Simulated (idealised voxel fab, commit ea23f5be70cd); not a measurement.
Process module under the name voxel released beams
Shown is cross-section cut, with a width of 250 nm and square cells of size 5 nm.
Cross-sections here: square-cell grids, written as top-down lists of bands, a band being one or more rows of cells. Heights first: top, then bottom, in nm. Then materials, left to right, each with a width in nm. "full width" on a single material: fills the band edge to edge. "blank": empty space. All heights in this document are referenced to 0, defined as the level beneath which the wafer, as received, consists entirely of one material. The lowest band is not bounded below; it extends indefinitely downward and is written in the form "z 0 and below". The expression "30 to 40" gives the width at the extremes of the band, the first number at its top row of cells and the second at its bottom row, with the width changing by equal amounts from each row to the next in between. It should be understood that the words "stayed the same", when stated for a given step, signify that the cross-section underwent no change in any of its cells during that step. So "Closed internal cavities" is basically the list of trapped voids: any empty space of 8 cells or more that can't reach the top through an opening. They're written width x height at distance, the distance being from the left edge, and it's all nm. Whatever follows a step's settings on its line is a remark the simulator itself makes about that step. "overlay nm" answers the question of how far to the right of plan the mask lay on a step that has a mask, and when it is negative the answer is to the left.
## Process steps - plan
| 1 | RECEIVE: material Si |
| 2 | CONFORMAL_DEP: material SiN, thk nm 5 |
| 3 | DIRECTIONAL_DEP: material SiO2, thk nm 10 |
| 4 | MASKED_ETCH: tone open, mask id ANCHOR, width nm 40, etch materials SiO2, depth nm 10, overlay nm 0 |
| 5 | CONFORMAL_DEP: material polySi, thk nm 15 |
| 6 | DIRECTIONAL_DEP: material aC, thk nm 10 |
| 7 | PATTERN: tone cover, mask id BEAM, material resist, width nm 115, thk nm 25, overlay nm 0 |
| 8 | DIRECTIONAL_ETCH: etch materials aC, depth nm 10 |
| 9 | STRIP: etch materials resist |
| 10 | DIRECTIONAL_ETCH: etch materials polySi, depth nm 15 |
| 11 | STRIP: etch materials aC |
| 12 | STRIP: etch materials SiO2 |
## Here's what the wafer looked like in cross-section when it arrived - that's after step 1
- z 0 and below | Si full width
- Closed internal cavities: none
## Result of the module, cross-sectioned: start per above, plan per above, one error in how it was run
- z 30 to 15 | blank (65), polySi (115), blank (70)
- z 15 to 10 | SiN full width
- z 10 to 0 | SiO2 full width
- z 0 and below | Si full width
- Closed internal cavities: none
Run error: so 2 and 3 got swapped relative to the plan, each ran where the other was supposed to
